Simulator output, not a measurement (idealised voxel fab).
Presented below is a process module, voxel ribs on slabs.
Section shown: cut. Width: 295 nm. Cell size: 5 nm, square.
A cross-section is written here as square cells arranged in a grid, and it is given in bands from the top down, each band taking up one or more rows of cells.
Band: top and bottom heights (nm) first, top before bottom; then materials from left to right, widths in nm. "edge to edge" marks a sole material filling the band edge to edge. "empty" denotes empty space.
Note: height 0 marks the level under which the wafer is uniformly one material as received. Lowest band unbounded below, written "0 down".
A two-number width, for instance "30->40", indicates that the width is equal to the first number in the top row of the band and to the second number in the bottom row, and that it changes by a constant amount per row of cells.
You'll sometimes find "remained unchanged" written for a step, and that's the way of saying that nowhere in the cross-section did a cell change during that step.
Entry "Catalogued sealed voids" = empty spaces >= 8 cells with no open way to the top; each as width x height at distance, distance from left edge, all nm.
Anything after a step's settings on that line? It's the simulator's own note about the step.
overlay nm: step with mask; distance mask lay right of planned place; negative value = left of planned place.

-- Steps in the process plan
step 1: op RECEIVE | material Si
step 2: op DIRECTIONAL_DEP | material SiO2 | thk nm 25
step 3: op DIRECTIONAL_DEP | material SiN | thk nm 20
step 4: op MASKED_ETCH | tone cover | mask id RIB | width nm 15 | etch materials SiN | depth nm 10 | overlay nm -15
step 5: op PATTERN | tone cover | mask id SLAB | material resist | width nm 55 | thk nm 15 | overlay nm 0
step 6: op DIRECTIONAL_ETCH | etch materials SiN | depth nm 10
step 7: op STRIP | etch materials resist
step 8: op FILL_DEP | material SiO2 | thk nm 25
step 9: op CMP | height nm 60
step 10: op DIRECTIONAL_DEP | material TiN | thk nm 10
step 11: op DIRECTIONAL_DEP | material aC | thk nm 15
step 12: op PATTERN | tone cover | mask id HEATER | material resist | width nm 25 | thk nm 30 | overlay nm 0
step 13: op DIRECTIONAL_ETCH | etch materials aC | depth nm 15
step 14: op STRIP | etch materials resist
step 15: op DIRECTIONAL_ETCH | etch materials TiN | depth nm 10
step 16: op STRIP | etch materials aC
step 17: op CONFORMAL_DEP | material SiN | thk nm 10
Be aware that, although all wafers share a common starting state, the overlay nm at step 4 differs among them, and the plan displays the first wafer's value.

-- So this is the first of several wafers, cross-sectioned as it came to us, meaning it's at the end of step 1
	0 down  Si edge to edge
	Catalogued sealed voids: none

-- Row per wafer, end-of-module: cell gain (+)/loss (-) by material since the wafer came in, then closed voids
overlay nm -15; +154 SiN; +680 SiO2; +10 TiN; Catalogued sealed voids: none
overlay nm -10; +154 SiN; +680 SiO2; +10 TiN; Catalogued sealed voids: none
overlay nm -5; +154 SiN; +680 SiO2; +10 TiN; Catalogued sealed voids: none
overlay nm 0; +154 SiN; +680 SiO2; +10 TiN; Catalogued sealed voids: none
overlay nm 5; +154 SiN; +680 SiO2; +10 TiN; Catalogued sealed voids: none
overlay nm 10; +154 SiN; +680 SiO2; +10 TiN; Catalogued sealed voids: none
overlay nm 15; +154 SiN; +680 SiO2; +10 TiN; Catalogued sealed voids: none
